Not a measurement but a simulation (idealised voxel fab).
process module | voxel plated lines
cross-section cut | 240 nm wide | cells 5 nm
A cross-section is a grid of square cells, given in bands from the top down. A band is one or more rows of cells.
Each band's line starts with the height of the band's top and of its bottom, in nm. Then come its materials from left to right, each with its width in nm. One material with "throughout" fills the band from edge to edge. "air" is empty space.
Height 0 is the level under which the wafer as received is all one material. The lowest band goes on downwards, as in "0 down".
A width such as "30 to 40" changes by the same amount from each row of cells to the next, from the band's top row to its bottom row.
"no change" after a step means that no cell of the cross-section changed.
closed voids: empty space of 8 cells or more with no open way to the top, each as width x height at its distance from the left edge, in nm
after a step's settings: what the simulator itself notes on the step
overlay nm, on a step with a mask: how far to the right of its planned place the mask lay; to the left if negative
plan
1 op RECEIVE | material Si
2 op CONFORMAL_DEP | material SiO2 | thk nm 5
3 op DIRECTIONAL_DEP | material TiN | thk nm 5
4 op PATTERN | tone open | mask id LINES | material resist | width nm 25 | pitch nm 50 | thk nm 25 | overlay nm 0
5 op EPI | material Ru | thk nm 5
6 op EPI | material Ru | thk nm 10
7 op STRIP | etch materials resist
8 op DIRECTIONAL_ETCH | etch materials TiN | depth nm 5
9 op CONFORMAL_DEP | material SiCN | thk nm 5
first wafer, as planned
as received, after step 1
  0 down: Si throughout
  closed voids: none
after step 2
  5 to 0: SiO2 throughout
  below 0: unchanged
after step 3
  10 to 5: TiN throughout
  below 5: unchanged
after step 4
  35 to 10: resist 55 | air 25 | resist 25 | air 25 | resist 25 | air 25 | resist 60
  below 10: unchanged
after step 5
  35 to 15: resist 55 | air 25 | resist 25 | air 25 | resist 25 | air 25 | resist 60
  15 to 10: resist 55 | Ru 25 | resist 25 | Ru 25 | resist 25 | Ru 25 | resist 60
  below 10: unchanged
after step 6
  35 to 25: resist 55 | air 25 | resist 25 | air 25 | resist 25 | air 25 | resist 60
  25 to 10: resist 55 | Ru 25 | resist 25 | Ru 25 | resist 25 | Ru 25 | resist 60
  below 10: unchanged
after step 7
  25 to 10: air 55 | Ru 25 | air 25 | Ru 25 | air 25 | Ru 25 | air 60
  below 10: unchanged
after step 8
  25 to 10: air 55 | Ru 25 | air 25 | Ru 25 | air 25 | Ru 25 | air 60
  10 to 5: air 55 | TiN 25 | air 25 | TiN 25 | air 25 | TiN 25 | air 60
  below 5: unchanged
after step 9
  30 to 25: air 50 | SiCN 35 | air 15 | SiCN 35 | air 15 | SiCN 35 | air 55
  25 to 10: air 50 | SiCN 5 | Ru 25 | SiCN 5 | air 15 | SiCN 5 | Ru 25 | SiCN 5 | air 15 | SiCN 5 | Ru 25 | SiCN 5 | air 55
  10 to 5: SiCN 55 | TiN 25 | SiCN 25 | TiN 25 | SiCN 25 | TiN 25 | SiCN 60
  below 5: unchanged
second wafer: like start, like plan, one mistake. Through step 1 it matches the first wafer
when step 2 should have ended
  15 to 0: SiO2 throughout
  below 0: unchanged
when step 3 should have ended
  20 to 15: TiN throughout
  below 15: unchanged
when step 4 should have ended
  45 to 20: resist 55 | air 25 | resist 25 | air 25 | resist 25 | air 25 | resist 60
  below 20: unchanged
when step 5 should have ended
  45 to 25: resist 55 | air 25 | resist 25 | air 25 | resist 25 | air 25 | resist 60
  25 to 20: resist 55 | Ru 25 | resist 25 | Ru 25 | resist 25 | Ru 25 | resist 60
  below 20: unchanged
when step 6 should have ended
  45 to 35: resist 55 | air 25 | resist 25 | air 25 | resist 25 | air 25 | resist 60
  35 to 20: resist 55 | Ru 25 | resist 25 | Ru 25 | resist 25 | Ru 25 | resist 60
  below 20: unchanged
when step 7 should have ended
  35 to 20: air 55 | Ru 25 | air 25 | Ru 25 | air 25 | Ru 25 | air 60
  below 20: unchanged
when step 8 should have ended
  35 to 20: air 55 | Ru 25 | air 25 | Ru 25 | air 25 | Ru 25 | air 60
  20 to 15: air 55 | TiN 25 | air 25 | TiN 25 | air 25 | TiN 25 | air 60
  below 15: unchanged
when step 9 should have ended
  40 to 35: air 50 | SiCN 35 | air 15 | SiCN 35 | air 15 | SiCN 35 | air 55
  35 to 20: air 50 | SiCN 5 | Ru 25 | SiCN 5 | air 15 | SiCN 5 | Ru 25 | SiCN 5 | air 15 | SiCN 5 | Ru 25 | SiCN 5 | air 55
  20 to 15: SiCN 55 | TiN 25 | SiCN 25 | TiN 25 | SiCN 25 | TiN 25 | SiCN 60
  below 15: unchanged
what went wrong: step 2 ran as: op CONFORMAL_DEP | material SiO2 | thk nm 15
at the end the second wafer has, in cells: 96 more of SiO2
